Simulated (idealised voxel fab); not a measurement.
This is a process module. Its name is voxel transistor to metal.
Cross-section cut spans 155 nm and uses square cells 5 nm in size.
Cross-section layout: square cells on a grid; listed as bands, top to bottom; a band spans one or more cell rows.
Within each band entry, the heights of the top and of the bottom of the band appear first, in that order and in nm; the materials of the band then follow from left to right, each with its corresponding width in nm. The designation "full width" on a single material indicates that it fills the band from edge to edge; the designation "air" indicates empty space.
Height datum 0, below which the as-received substrate wafer is one material. Lowest band open at the bottom, running downward: "0 down".
With a width like "30..40", each row of cells in the band differs from the next by the same amount, the top row carrying the first number and the bottom row the second.
For the purposes of this document, the phrase "everything unchanged" attached to a step denotes that no cell within the cross-section was modified by that step.
"Voids, fully enclosed": empty spaces of 8 cells or more with no open way to the top, each given as width x height at distance, distance from the left edge, all in nm.
Past the settings on a step's line: simulator remark, on that step.
overlay nm: for a step with a mask, the amount by which the mask lay right of where it was planned; a negative amount means left of it.
Pairs from here to the end. Each: cross-section before one process step, cross-section after it, the latter only as far down as the lowest band that changed. Under each: the step between, and its settings. Mind that the pairs may be taken from different runs of this module on the same starting wafer; whether a pair continues from the pair above depends on its entry headed "Before processing", and it does only where that entry says so.
Before processing
    35 to 20: air 55 nm | SiN 5 nm | SiCN 30 nm | SiN 5 nm | air 60 nm
    20 to 10: air 55 nm | SiN 5 nm | polySi 30 nm | SiN 5 nm | air 60 nm
    10 to 5: air 40 nm | SiGe 15 nm | SiN 5 nm | polySi 30 nm | SiN 5 nm | SiGe 15 nm | air 45 nm
    5 to 0: air 10 nm | SiN 5 nm | air 25 nm | SiGe 15 nm | SiN 5 nm | polySi 30 nm | SiN 5 nm | SiGe 15 nm | air 25 nm | SiN 5 nm | air 15 nm
    0 to -5: SiO2 15 nm | air 25 nm | SiGe 15 nm | SiO2 40 nm | SiGe 15 nm | air 25 nm | SiO2 20 nm
    -5 to -20: SiO2 15 nm | SiGe 15 nm | air 10 nm | SiGe 15 nm | Si 40 nm | SiGe 15 nm | air 10 nm | SiGe 15 nm | SiO2 20 nm
    -20 to -35: Si 15 nm | SiGe 40 nm | Si 40 nm | SiGe 40 nm | Si 20 nm
    -35 down: Si full width
    Voids, fully enclosed: none
Sectional View, Post-Process
    45 to 35: SiO2 full width
    35 to 20: SiO2 55 nm | SiN 5 nm | SiCN 30 nm | SiN 5 nm | SiO2 60 nm
    20 to 10: SiO2 55 nm | SiN 5 nm | polySi 30 nm | SiN 5 nm | SiO2 60 nm
    10 to 5: SiO2 40 nm | SiGe 15 nm | SiN 5 nm | polySi 30 nm | SiN 5 nm | SiGe 15 nm | SiO2 45 nm
    5 to 0: SiO2 10 nm | SiN 5 nm | SiO2 25 nm | SiGe 15 nm | SiN 5 nm | polySi 30 nm | SiN 5 nm | SiGe 15 nm | SiO2 25 nm | SiN 5 nm | SiO2 15 nm
    0 to -5: SiO2 40 nm | SiGe 15 nm | SiO2 40 nm | SiGe 15 nm | SiO2 45 nm
    -5 to -20: SiO2 15 nm | SiGe 15 nm | SiO2 10 nm | SiGe 15 nm | Si 40 nm | SiGe 15 nm | SiO2 10 nm | SiGe 15 nm | SiO2 20 nm
    Everything under -20 stays put, no change at all.
    Voids, fully enclosed: none
What was done to get from the before section above to the after section? FILL_DEP: material SiO2, thk nm 10
Before processing: this step begins from the cross-section that the pair just above shows after its step.
Sectional View, Post-Process
    20 to 10: SiO2 55 nm | SiN 5 nm | polySi 30 nm | SiN 5 nm | SiO2 60 nm
    Everything under 10 stays put, no change at all.
    Voids, fully enclosed: none
What was done to get from the before section above to the after section? CMP: height nm 20
Before processing: this step begins from the cross-section that the pair just above shows after its step.
Sectional View, Post-Process
    20 to 10: SiO2 55 nm | SiN 5 nm | air 30 nm | SiN 5 nm | SiO2 60 nm
    10 to 5: SiO2 40 nm | SiGe 15 nm | SiN 5 nm | air 30 nm | SiN 5 nm | SiGe 15 nm | SiO2 45 nm
    5 to 0: SiO2 10 nm | SiN 5 nm | SiO2 25 nm | SiGe 15 nm | SiN 5 nm | air 30 nm | SiN 5 nm | SiGe 15 nm | SiO2 25 nm | SiN 5 nm | SiO2 15 nm
    Everything under 0 stays put, no change at all.
    Voids, fully enclosed: none
What was done to get from the before section above to the after section? STRIP: etch materials polySi
Before processing: this step begins from the cross-section that the pair just above shows after its step.
Sectional View, Post-Process
    20 to 15: air 55 nm | SiN 5 nm | air 30 nm | SiN 5 nm | air 60 nm
    15 to 10: SiO2 55 nm | SiN 5 nm | air 30 nm | SiN 5 nm | SiO2 60 nm
    10 to 5: SiO2 40 nm | SiGe 15 nm | SiN 5 nm | air 30 nm | SiN 5 nm | SiGe 15 nm | SiO2 45 nm
    5 to 0: SiO2 10 nm | SiN 5 nm | SiO2 25 nm | SiGe 15 nm | SiN 5 nm | air 30 nm | SiN 5 nm | SiGe 15 nm | SiO2 25 nm | SiN 5 nm | SiO2 15 nm
    0 to -5: SiO2 40 nm | SiGe 15 nm | air 40 nm | SiGe 15 nm | SiO2 45 nm
    Everything under -5 stays put, no change at all.
    Voids, fully enclosed: none
What was done to get from the before section above to the after section? SELECTIVE_ETCH: etch materials SiO2, depth nm 5
Before processing: this step begins from the cross-section that the pair just above shows after its step.
Sectional View, Post-Process
    25 to 20: air 50 nm | HfO2 15 nm | air 20 nm | HfO2 15 nm | air 55 nm
    20 to 15: HfO2 55 nm | SiN 5 nm | HfO2 5 nm | air 20 nm | HfO2 5 nm | SiN 5 nm | HfO2 60 nm
    15 to 10: SiO2 55 nm | SiN 5 nm | HfO2 5 nm | air 20 nm | HfO2 5 nm | SiN 5 nm | SiO2 60 nm
    10 to 5: SiO2 40 nm | SiGe 15 nm | SiN 5 nm | HfO2 5 nm | air 20 nm | HfO2 5 nm | SiN 5 nm | SiGe 15 nm | SiO2 45 nm
    5 to 0: SiO2 10 nm | SiN 5 nm | SiO2 25 nm | SiGe 15 nm | SiN 5 nm | HfO2 5 nm | air 20 nm | HfO2 5 nm | SiN 5 nm | SiGe 15 nm | SiO2 25 nm | SiN 5 nm | SiO2 15 nm
    0 to -5: SiO2 40 nm | SiGe 15 nm | HfO2 40 nm | SiGe 15 nm | SiO2 45 nm
    Everything under -5 stays put, no change at all.
    Voids, fully enclosed: none
What was done to get from the before section above to the after section? CONFORMAL_DEP: material HfO2, thk nm 5
Before processing: this step begins from the cross-section that the pair just above shows after its step.
Sectional View, Post-Process
    30 to 25: air 45 nm | TiN 25 nm | air 10 nm | TiN 25 nm | air 50 nm
    25 to 20: TiN 50 nm | HfO2 15 nm | TiN 5 nm | air 10 nm | TiN 5 nm | HfO2 15 nm | TiN 55 nm
    20 to 15: HfO2 55 nm | SiN 5 nm | HfO2 5 nm | TiN 5 nm | air 10 nm | TiN 5 nm | HfO2 5 nm | SiN 5 nm | HfO2 60 nm
    15 to 10: SiO2 55 nm | SiN 5 nm | HfO2 5 nm | TiN 5 nm | air 10 nm | TiN 5 nm | HfO2 5 nm | SiN 5 nm | SiO2 60 nm
    10 to 5: SiO2 40 nm | SiGe 15 nm | SiN 5 nm | HfO2 5 nm | TiN 5 nm | air 10 nm | TiN 5 nm | HfO2 5 nm | SiN 5 nm | SiGe 15 nm | SiO2 45 nm
    5 to 0: SiO2 10 nm | SiN 5 nm | SiO2 25 nm | SiGe 15 nm | SiN 5 nm | HfO2 5 nm | TiN 20 nm | HfO2 5 nm | SiN 5 nm | SiGe 15 nm | SiO2 25 nm | SiN 5 nm | SiO2 15 nm
    Everything under 0 stays put, no change at all.
    Voids, fully enclosed: none
What was done to get from the before section above to the after section? CONFORMAL_DEP: material TiN, thk nm 5
Before processing: this step begins from the cross-section that the pair just above shows after its step.
Sectional View, Post-Process
    40 to 30: W full width
    30 to 25: W 45 nm | TiN 25 nm | W 10 nm | TiN 25 nm | W 50 nm
    25 to 20: TiN 50 nm | HfO2 15 nm | TiN 5 nm | W 10 nm | TiN 5 nm | HfO2 15 nm | TiN 55 nm
    20 to 15: HfO2 55 nm | SiN 5 nm | HfO2 5 nm | TiN 5 nm | W 10 nm | TiN 5 nm | HfO2 5 nm | SiN 5 nm | HfO2 60 nm
    15 to 10: SiO2 55 nm | SiN 5 nm | HfO2 5 nm | TiN 5 nm | W 10 nm | TiN 5 nm | HfO2 5 nm | SiN 5 nm | SiO2 60 nm
    10 to 5: SiO2 40 nm | SiGe 15 nm | SiN 5 nm | HfO2 5 nm | TiN 5 nm | W 10 nm | TiN 5 nm | HfO2 5 nm | SiN 5 nm | SiGe 15 nm | SiO2 45 nm
    Everything under 5 stays put, no change at all.
    Voids, fully enclosed: none
What was done to get from the before section above to the after section? FILL_DEP: material W, thk nm 10
Before processing: this step begins from the cross-section that the pair just above shows after its step.
Sectional View, Post-Process
    15 to 10: SiO2 55 nm | SiN 5 nm | HfO2 5 nm | TiN 5 nm | W 10 nm | TiN 5 nm | HfO2 5 nm | SiN 5 nm | SiO2 60 nm
    Everything under 10 stays put, no change at all.
    Voids, fully enclosed: none
What was done to get from the before section above to the after section? CMP: height nm 15
Before processing: this step begins from the cross-section that the pair just above shows after its step.
Sectional View, Post-Process
    30 to 15: SiO2 full width
    Everything under 15 stays put, no change at all.
    Voids, fully enclosed: none
What was done to get from the before section above to the after section? DIRECTIONAL_DEP: material SiO2, thk nm 15
Before processing: this step begins from the cross-section that the pair just above shows after its step.
Sectional View, Post-Process
    50 to 30: resist 25 nm | air 20 nm | resist 60 nm | air 20 nm | resist 30 nm
    Everything under 30 stays put, no change at all.
    Voids, fully enclosed: none
What was done to get from the before section above to the after section? PATTERN: tone open, mask id CONTACT, material resist, width nm 20, pitch nm 80, thk nm 20, overlay nm 0
Before processing: this step begins from the cross-section that the pair just above shows after its step.
Sectional View, Post-Process
    50 to 30: resist 25 nm | air 20 nm | resist 60 nm | air 20 nm | resist 30 nm
    30 to 15: SiO2 25 nm | air 20 nm | SiO2 60 nm | air 20 nm | SiO2 30 nm
    15 to 10: SiO2 25 nm | air 20 nm | SiO2 10 nm | SiN 5 nm | HfO2 5 nm | TiN 5 nm | W 10 nm | TiN 5 nm | HfO2 5 nm | SiN 5 nm | SiO2 10 nm | air 20 nm | SiO2 30 nm
    10 to 5: SiO2 25 nm | air 15 nm | SiGe 15 nm | SiN 5 nm | HfO2 5 nm | TiN 5 nm | W 10 nm | TiN 5 nm | HfO2 5 nm | SiN 5 nm | SiGe 15 nm | air 15 nm | SiO2 30 nm
    5 to 0: SiO2 10 nm | SiN 5 nm | SiO2 10 nm | air 15 nm | SiGe 15 nm | SiN 5 nm | HfO2 5 nm | TiN 20 nm | HfO2 5 nm | SiN 5 nm | SiGe 15 nm | air 15 nm | SiO2 10 nm | SiN 5 nm | SiO2 15 nm
    0 to -5: SiO2 25 nm | air 15 nm | SiGe 15 nm | HfO2 40 nm | SiGe 15 nm | air 15 nm | SiO2 30 nm
    Everything under -5 stays put, no change at all.
    Voids, fully enclosed: none
What was done to get from the before section above to the after section? DIRECTIONAL_ETCH: etch materials SiO2, depth nm 35
Before processing: this step begins from the cross-section that the pair just above shows after its step.
Sectional View, Post-Process
    30 to 15: SiO2 25 nm | air 20 nm | SiO2 60 nm | air 20 nm | SiO2 30 nm
    Everything under 15 stays put, no change at all.
    Voids, fully enclosed: none
What was done to get from the before section above to the after section? STRIP: etch materials resist
Before processing: this step begins from the cross-section that the pair just above shows after its step.
Sectional View, Post-Process
    35 to 30: TiN 30 nm | air 10 nm | TiN 70 nm | air 10 nm | TiN 35 nm
    30 to 15: SiO2 25 nm | TiN 5 nm | air 10 nm | TiN 5 nm | SiO2 60 nm | TiN 5 nm | air 10 nm | TiN 5 nm | SiO2 30 nm
    15 to 10: SiO2 25 nm | TiN 5 nm | air 5 nm | TiN 10 nm | SiO2 10 nm | SiN 5 nm | HfO2 5 nm | TiN 5 nm | W 10 nm | TiN 5 nm | HfO2 5 nm | SiN 5 nm | SiO2 10 nm | TiN 10 nm | air 5 nm | TiN 5 nm | SiO2 30 nm
    10 to 5: SiO2 25 nm | TiN 5 nm | air 5 nm | TiN 5 nm | SiGe 15 nm | SiN 5 nm | HfO2 5 nm | TiN 5 nm | W 10 nm | TiN 5 nm | HfO2 5 nm | SiN 5 nm | SiGe 15 nm | TiN 5 nm | air 5 nm | TiN 5 nm | SiO2 30 nm
    5 to 0: SiO2 10 nm | SiN 5 nm | SiO2 10 nm | TiN 5 nm | air 5 nm | TiN 5 nm | SiGe 15 nm | SiN 5 nm | HfO2 5 nm | TiN 20 nm | HfO2 5 nm | SiN 5 nm | SiGe 15 nm | TiN 5 nm | air 5 nm | TiN 5 nm | SiO2 10 nm | SiN 5 nm | SiO2 15 nm
    0 to -5: SiO2 25 nm | TiN 15 nm | SiGe 15 nm | HfO2 40 nm | SiGe 15 nm | TiN 15 nm | SiO2 30 nm
    Everything under -5 stays put, no change at all.
    Voids, fully enclosed: none
What was done to get from the before section above to the after section? CONFORMAL_DEP: material TiN, thk nm 5
Before processing: this step begins from the cross-section that the pair just above shows after its step.
Sectional View, Post-Process
    40 to 35: W full width
    35 to 30: TiN 30 nm | W 10 nm | TiN 70 nm | W 10 nm | TiN 35 nm
    30 to 15: SiO2 25 nm | TiN 5 nm | W 10 nm | TiN 5 nm | SiO2 60 nm | TiN 5 nm | W 10 nm | TiN 5 nm | SiO2 30 nm
    15 to 10: SiO2 25 nm | TiN 5 nm | W 5 nm | TiN 10 nm | SiO2 10 nm | SiN 5 nm | HfO2 5 nm | TiN 5 nm | W 10 nm | TiN 5 nm | HfO2 5 nm | SiN 5 nm | SiO2 10 nm | TiN 10 nm | W 5 nm | TiN 5 nm | SiO2 30 nm
    10 to 5: SiO2 25 nm | TiN 5 nm | W 5 nm | TiN 5 nm | SiGe 15 nm | SiN 5 nm | HfO2 5 nm | TiN 5 nm | W 10 nm | TiN 5 nm | HfO2 5 nm | SiN 5 nm | SiGe 15 nm | TiN 5 nm | W 5 nm | TiN 5 nm | SiO2 30 nm
    5 to 0: SiO2 10 nm | SiN 5 nm | SiO2 10 nm | TiN 5 nm | W 5 nm | TiN 5 nm | SiGe 15 nm | SiN 5 nm | HfO2 5 nm | TiN 20 nm | HfO2 5 nm | SiN 5 nm | SiGe 15 nm | TiN 5 nm | W 5 nm | TiN 5 nm | SiO2 10 nm | SiN 5 nm | SiO2 15 nm
    Everything under 0 stays put, no change at all.
    Voids, fully enclosed: none
What was done to get from the before section above to the after section? FILL_DEP: material W, thk nm 5
Before processing: this step begins from the cross-section that the pair just above shows after its step.
Sectional View, Post-Process
    30 to 15: SiO2 25 nm | TiN 5 nm | W 10 nm | TiN 5 nm | SiO2 60 nm | TiN 5 nm | W 10 nm | TiN 5 nm | SiO2 30 nm
    Everything under 15 stays put, no change at all.
    Voids, fully enclosed: none
What was done to get from the before section above to the after section? CMP: height nm 30
Before processing: this step begins from the cross-section that the pair just above shows after its step.
Sectional View, Post-Process
    35 to 30: TiN full width
    Everything under 30 stays put, no change at all.
    Voids, fully enclosed: none
What was done to get from the before section above to the after section? DIRECTIONAL_DEP: material TiN, thk nm 5
Before processing: this step begins from the cross-section that the pair just above shows after its step.
Sectional View, Post-Process
    60 to 35: Ru full width
    Everything under 35 stays put, no change at all.
    Voids, fully enclosed: none
What was done to get from the before section above to the after section? DIRECTIONAL_DEP: material Ru, thk nm 25
Before processing: this step begins from the cross-section that the pair just above shows after its step.
Sectional View, Post-Process
    60 to 35: air 25 nm | Ru 20 nm | air 60 nm | Ru 20 nm | air 30 nm
    Everything under 35 stays put, no change at all.
    Voids, fully enclosed: none
What was done to get from the before section above to the after section? MASKED_ETCH: tone cover, mask id METAL_1, width nm 20, pitch nm 80, etch materials Ru, depth nm 25, overlay nm 0
Before processing: this step begins from the cross-section that the pair just above shows after its step.
Sectional View, Post-Process
    60 to 35: air 25 nm | Ru 20 nm | air 60 nm | Ru 20 nm | air 30 nm
    35 to 30: air 25 nm | TiN 20 nm | air 60 nm | TiN 20 nm | air 30 nm
    Everything under 30 stays put, no change at all.
    Voids, fully enclosed: none
What was done to get from the before section above to the after section? MASKED_ETCH: tone cover, mask id METAL_1, width nm 20, pitch nm 80, etch materials TiN, depth nm 5, overlay nm 0
Before processing: this step begins from the cross-section that the pair just above shows after its step.
Sectional View, Post-Process
    70 to 60: lowk full width
    60 to 35: lowk 25 nm | Ru 20 nm | lowk 60 nm | Ru 20 nm | lowk 30 nm
    35 to 30: lowk 25 nm | TiN 20 nm | lowk 60 nm | TiN 20 nm | lowk 30 nm
    Everything under 30 stays put, no change at all.
    Voids, fully enclosed: none
What was done to get from the before section above to the after section? FILL_DEP: material lowk, thk nm 10
Before processing: this step begins from the cross-section that the pair just above shows after its step.
Sectional View, Post-Process
    60 to 35: lowk 25 nm | Ru 20 nm | lowk 60 nm | Ru 20 nm | lowk 30 nm
    Everything under 35 stays put, no change at all.
    Voids, fully enclosed: none
What was done to get from the before section above to the after section? CMP: height nm 60
Before processing: this step begins from the cross-section that the pair just above shows after its step.
Sectional View, Post-Process
    65 to 60: SiCN full width
    Everything under 60 stays put, no change at all.
    Voids, fully enclosed: none
What was done to get from the before section above to the after section? CONFORMAL_DEP: material SiCN, thk nm 5
Before processing: this step begins from the cross-section that the pair just above shows after its step.
Sectional View, Post-Process
    100 to 65: SiO2 full width
    Everything under 65 stays put, no change at all.
    Voids, fully enclosed: none
What was done to get from the before section above to the after section? DIRECTIONAL_DEP: material SiO2, thk nm 35
Before processing: this step begins from the cross-section that the pair just above shows after its step.
Sectional View, Post-Process
    100 to 80: SiO2 25 nm | air 20 nm | SiO2 60 nm | air 20 nm | SiO2 30 nm
    Everything under 80 stays put, no change at all.
    Voids, fully enclosed: none
What was done to get from the before section above to the after section? MASKED_ETCH: tone open, mask id METAL_2, width nm 20, pitch nm 80, etch materials SiO2, depth nm 20, overlay nm 0
Before processing: this step begins from the cross-section that the pair just above shows after its step.
Sectional View, Post-Process
    110 to 100: aC 25 nm | air 20 nm | aC 60 nm | air 20 nm | aC 30 nm
    100 to 90: SiO2 25 nm | air 20 nm | SiO2 60 nm | air 20 nm | SiO2 30 nm
    90 to 80: SiO2 25 nm | aC 20 nm | SiO2 60 nm | aC 20 nm | SiO2 30 nm
    Everything under 80 stays put, no change at all.
    Voids, fully enclosed: none
What was done to get from the before section above to the after section? DIRECTIONAL_DEP: material aC, thk nm 10
Before processing: this step begins from the cross-section that the pair just above shows after its step.
Sectional View, Post-Process
    140 to 110: resist 25 nm | air 15 nm | resist 65 nm | air 15 nm | resist 35 nm
    110 to 100: aC 25 nm | air 15 nm | resist 5 nm | aC 60 nm | air 15 nm | resist 5 nm | aC 30 nm
    100 to 90: SiO2 25 nm | air 15 nm | resist 5 nm | SiO2 60 nm | air 15 nm | resist 5 nm | SiO2 30 nm
    Everything under 90 stays put, no change at all.
    Voids, fully enclosed: none
What was done to get from the before section above to the after section? PATTERN: tone open, mask id METAL_2_HOLES, material resist, width nm 15, pitch nm 80, thk nm 30, overlay nm 0
Before processing: this step begins from the cross-section that the pair just above shows after its step.
Sectional View, Post-Process
    130 to 110: resist 25 nm | air 15 nm | resist 65 nm | air 15 nm | resist 35 nm
    110 to 100: aC 25 nm | air 15 nm | resist 5 nm | aC 60 nm | air 15 nm | resist 5 nm | aC 30 nm
    100 to 90: SiO2 25 nm | air 15 nm | resist 5 nm | SiO2 60 nm | air 15 nm | resist 5 nm | SiO2 30 nm
    90 to 80: SiO2 25 nm | air 15 nm | aC 5 nm | SiO2 60 nm | air 15 nm | aC 5 nm | SiO2 30 nm
    Everything under 80 stays put, no change at all.
    Voids, fully enclosed: none
What was done to get from the before section above to the after section? DIRECTIONAL_ETCH: etch materials aC, depth nm 10
Before processing: this step begins from the cross-section that the pair just above shows after its step.
Sectional View, Post-Process
    110 to 100: aC 25 nm | air 20 nm | aC 60 nm | air 20 nm | aC 30 nm
    100 to 90: SiO2 25 nm | air 20 nm | SiO2 60 nm | air 20 nm | SiO2 30 nm
    Everything under 90 stays put, no change at all.
    Voids, fully enclosed: none
What was done to get from the before section above to the after section? STRIP: etch materials resist
Before processing: this step begins from the cross-section that the pair just above shows after its step.
Sectional View, Post-Process
    110 to 100: aC 25 nm | air 20 nm | aC 60 nm | air 20 nm | aC 30 nm
    100 to 90: SiO2 25 nm | air 20 nm | SiO2 60 nm | air 20 nm | SiO2 30 nm
    90 to 80: SiO2 25 nm | air 15 nm | aC 5 nm | SiO2 60 nm | air 15 nm | aC 5 nm | SiO2 30 nm
    80 to 65: SiO2 25 nm | air 15 nm | SiO2 65 nm | air 15 nm | SiO2 35 nm
    Everything under 65 stays put, no change at all.
    Voids, fully enclosed: none
What was done to get from the before section above to the after section? DIRECTIONAL_ETCH: etch materials SiO2, depth nm 15
Before processing: this step begins from the cross-section that the pair just above shows after its step.
Sectional View, Post-Process
    110 to 100: aC 25 nm | air 20 nm | aC 60 nm | air 20 nm | aC 30 nm
    100 to 90: SiO2 25 nm | air 20 nm | SiO2 60 nm | air 20 nm | SiO2 30 nm
    90 to 80: SiO2 25 nm | air 15 nm | aC 5 nm | SiO2 60 nm | air 15 nm | aC 5 nm | SiO2 30 nm
    80 to 65: SiO2 25 nm | air 15 nm | SiO2 65 nm | air 15 nm | SiO2 35 nm
    65 to 60: SiCN 25 nm | air 15 nm | SiCN 65 nm | air 15 nm | SiCN 35 nm
    Everything under 60 stays put, no change at all.
    Voids, fully enclosed: none
What was done to get from the before section above to the after section? DIRECTIONAL_ETCH: etch materials SiCN, depth nm 5
Before processing: this step begins from the cross-section that the pair just above shows after its step.
Sectional View, Post-Process
    100 to 80: SiO2 25 nm | air 20 nm | SiO2 60 nm | air 20 nm | SiO2 30 nm
    Everything under 80 stays put, no change at all.
    Voids, fully enclosed: none
What was done to get from the before section above to the after section? STRIP: etch materials aC
Before processing: this step begins from the cross-section that the pair just above shows after its step.
Sectional View, Post-Process
    105 to 100: TiN 30 nm | air 10 nm | TiN 70 nm | air 10 nm | TiN 35 nm
    100 to 85: SiO2 25 nm | TiN 5 nm | air 10 nm | TiN 5 nm | SiO2 60 nm | TiN 5 nm | air 10 nm | TiN 5 nm | SiO2 30 nm
    85 to 80: SiO2 25 nm | TiN 5 nm | air 5 nm | TiN 10 nm | SiO2 60 nm | TiN 5 nm | air 5 nm | TiN 10 nm | SiO2 30 nm
    80 to 65: SiO2 25 nm | TiN 5 nm | air 5 nm | TiN 5 nm | SiO2 65 nm | TiN 5 nm | air 5 nm | TiN 5 nm | SiO2 35 nm
    65 to 60: SiCN 25 nm | TiN 15 nm | SiCN 65 nm | TiN 15 nm | SiCN 35 nm
    Everything under 60 stays put, no change at all.
    Voids, fully enclosed: none
What was done to get from the before section above to the after section? CONFORMAL_DEP: material TiN, thk nm 5
Before processing: this step begins from the cross-section that the pair just above shows after its step.
Sectional View, Post-Process
    115 to 105: Cu full width
    105 to 100: TiN 30 nm | Cu 10 nm | TiN 70 nm | Cu 10 nm | TiN 35 nm
    100 to 85: SiO2 25 nm | TiN 5 nm | Cu 10 nm | TiN 5 nm | SiO2 60 nm | TiN 5 nm | Cu 10 nm | TiN 5 nm | SiO2 30 nm
    85 to 80: SiO2 25 nm | TiN 5 nm | Cu 5 nm | TiN 10 nm | SiO2 60 nm | TiN 5 nm | Cu 5 nm | TiN 10 nm | SiO2 30 nm
    80 to 65: SiO2 25 nm | TiN 5 nm | Cu 5 nm | TiN 5 nm | SiO2 65 nm | TiN 5 nm | Cu 5 nm | TiN 5 nm | SiO2 35 nm
    Everything under 65 stays put, no change at all.
    Voids, fully enclosed: none
What was done to get from the before section above to the after section? FILL_DEP: material Cu, thk nm 10
Before processing: this step begins from the cross-section that the pair just above shows after its step.
Sectional View, Post-Process
    100 to 85: SiO2 25 nm | TiN 5 nm | Cu 10 nm | TiN 5 nm | SiO2 60 nm | TiN 5 nm | Cu 10 nm | TiN 5 nm | SiO2 30 nm
    Everything under 85 stays put, no change at all.
    Voids, fully enclosed: none
What was done to get from the before section above to the after section? CMP: height nm 100
Before processing: this step begins from the cross-section that the pair just above shows after its step.
Sectional View, Post-Process
    105 to 100: SiCN full width
    Everything under 100 stays put, no change at all.
    Voids, fully enclosed: none
What was done to get from the before section above to the after section? CONFORMAL_DEP: material SiCN, thk nm 5
Before processing
    20 to 10: air 15 nm | SiN 120 nm | air 20 nm
    10 to 5: SiO2 15 nm | SiN 120 nm | SiO2 20 nm
    5 to 0: SiO2 full width
    0 to -20: SiO2 15 nm | Si 120 nm | SiO2 20 nm
    -20 down: Si full width
    Voids, fully enclosed: none
Sectional View, Post-Process
    20 to 5: air 15 nm | SiN 120 nm | air 20 nm
    Everything under 5 stays put, no change at all.
    Voids, fully enclosed: none
What was done to get from the before section above to the after section? SELECTIVE_ETCH: etch materials SiO2, depth nm 5
Before processing: this step begins from the cross-section that the pair just above shows after its step.
Sectional View, Post-Process
    5 to 0: SiO2 full width
    Everything under 0 stays put, no change at all.
    Voids, fully enclosed: none
What was done to get from the before section above to the after section? STRIP: etch materials SiN
Before processing: this step begins from the cross-section that the pair just above shows after its step.
Sectional View, Post-Process
    25 to 5: polySi full width
    Everything under 5 stays put, no change at all.
    Voids, fully enclosed: none
What was done to get from the before section above to the after section? DIRECTIONAL_DEP: material polySi, thk nm 20
Before processing: this step begins from the cross-section that the pair just above shows after its step.
Sectional View, Post-Process
    40 to 25: SiCN full width
    Everything under 25 stays put, no change at all.
    Voids, fully enclosed: none
What was done to get from the before section above to the after section? DIRECTIONAL_DEP: material SiCN, thk nm 15
Before processing: this step begins from the cross-section that the pair just above shows after its step.
Sectional View, Post-Process
    55 to 40: air 60 nm | resist 30 nm | air 65 nm
    Everything under 40 stays put, no change at all.
    Voids, fully enclosed: none
What was done to get from the before section above to the after section? PATTERN: tone cover, mask id GATE, material resist, width nm 30, thk nm 15, overlay nm 0
Before processing: this step begins from the cross-section that the pair just above shows after its step.
Sectional View, Post-Process
    55 to 40: air 60 nm | resist 30 nm | air 65 nm
    40 to 25: air 60 nm | SiCN 30 nm | air 65 nm
    Everything under 25 stays put, no change at all.
    Voids, fully enclosed: none
What was done to get from the before section above to the after section? DIRECTIONAL_ETCH: etch materials SiCN, depth nm 25
Before processing: this step begins from the cross-section that the pair just above shows after its step.
Sectional View, Post-Process
    55 to 40: air 60 nm | resist 30 nm | air 65 nm
    40 to 25: air 60 nm | SiCN 30 nm | air 65 nm
    25 to 5: air 60 nm | polySi 30 nm | air 65 nm
    Everything under 5 stays put, no change at all.
    Voids, fully enclosed: none
What was done to get from the before section above to the after section? DIRECTIONAL_ETCH: etch materials polySi, depth nm 30
Before processing: this step begins from the cross-section that the pair just above shows after its step.
Sectional View, Post-Process
    40 to 25: air 60 nm | SiCN 30 nm | air 65 nm
    Everything under 25 stays put, no change at all.
    Voids, fully enclosed: none
What was done to get from the before section above to the after section? STRIP: etch materials resist
Before processing: this step begins from the cross-section that the pair just above shows after its step.
Sectional View, Post-Process
    45 to 40: air 55 nm | SiN 40 nm | air 60 nm
    40 to 25: air 55 nm | SiN 5 nm | SiCN 30 nm | SiN 5 nm | air 60 nm
    25 to 10: air 55 nm | SiN 5 nm | polySi 30 nm | SiN 5 nm | air 60 nm
    10 to 5: SiN 60 nm | polySi 30 nm | SiN 65 nm
    Everything under 5 stays put, no change at all.
    Voids, fully enclosed: none
What was done to get from the before section above to the after section? CONFORMAL_DEP: material SiN, thk nm 5
Before processing: this step begins from the cross-section that the pair just above shows after its step.
Sectional View, Post-Process
    40 to 25: air 55 nm | SiN 5 nm | SiCN 30 nm | SiN 5 nm | air 60 nm
    25 to 5: air 55 nm | SiN 5 nm | polySi 30 nm | SiN 5 nm | air 60 nm
    Everything under 5 stays put, no change at all.
    Voids, fully enclosed: none
What was done to get from the before section above to the after section? DIRECTIONAL_ETCH: etch materials SiN, depth nm 5
Before processing: this step begins from the cross-section that the pair just above shows after its step.
Sectional View, Post-Process
    40 to 25: air 55 nm | SiN 5 nm | SiCN 30 nm | SiN 5 nm | air 60 nm
    25 to 5: air 55 nm | SiN 5 nm | polySi 30 nm | SiN 5 nm | air 60 nm
    5 to 0: air 55 nm | SiO2 40 nm | air 60 nm
    Everything under 0 stays put, no change at all.
    Voids, fully enclosed: none
What was done to get from the before section above to the after section? DIRECTIONAL_ETCH: etch materials SiO2, depth nm 5
Before processing: this step begins from the cross-section that the pair just above shows after its step.
Sectional View, Post-Process
    40 to 25: air 55 nm | SiN 5 nm | SiCN 30 nm | SiN 5 nm | air 60 nm
    25 to 5: air 55 nm | SiN 5 nm | polySi 30 nm | SiN 5 nm | air 60 nm
    5 to 0: air 55 nm | SiO2 40 nm | air 60 nm
    0 to -15: SiO2 15 nm | air 40 nm | Si 40 nm | air 40 nm | SiO2 20 nm
    Everything under -15 stays put, no change at all.
    Voids, fully enclosed: none
What was done to get from the before section above to the after section? DIRECTIONAL_ETCH: etch materials Si, depth nm 15
Before processing: this step begins from the cross-section that the pair just above shows after its step.
Sectional View, Post-Process
    40 to 25: air 55 nm | SiN 5 nm | SiCN 30 nm | SiN 5 nm | air 60 nm
    25 to 15: air 55 nm | SiN 5 nm | polySi 30 nm | SiN 5 nm | air 60 nm
    15 to 5: air 40 nm | SiGe 15 nm | SiN 5 nm | polySi 30 nm | SiN 5 nm | SiGe 15 nm | air 45 nm
    5 to 0: air 40 nm | SiGe 15 nm | SiO2 40 nm | SiGe 15 nm | air 45 nm
    0 to -15: SiO2 15 nm | SiGe 40 nm | Si 40 nm | SiGe 40 nm | SiO2 20 nm
    Everything under -15 stays put, no change at all.
    Voids, fully enclosed: none
What was done to get from the before section above to the after section? EPI: material SiGe, thk nm 15
Before processing: this step begins from the cross-section that the pair just above shows after its step.
Sectional View, Post-Process
    50 to 40: SiO2 full width
    40 to 25: SiO2 55 nm | SiN 5 nm | SiCN 30 nm | SiN 5 nm | SiO2 60 nm
    25 to 15: SiO2 55 nm | SiN 5 nm | polySi 30 nm | SiN 5 nm | SiO2 60 nm
    15 to 5: SiO2 40 nm | SiGe 15 nm | SiN 5 nm | polySi 30 nm | SiN 5 nm | SiGe 15 nm | SiO2 45 nm
    5 to 0: SiO2 40 nm | SiGe 15 nm | SiO2 40 nm | SiGe 15 nm | SiO2 45 nm
    Everything under 0 stays put, no change at all.
    Voids, fully enclosed: none
What was done to get from the before section above to the after section? FILL_DEP: material SiO2, thk nm 10
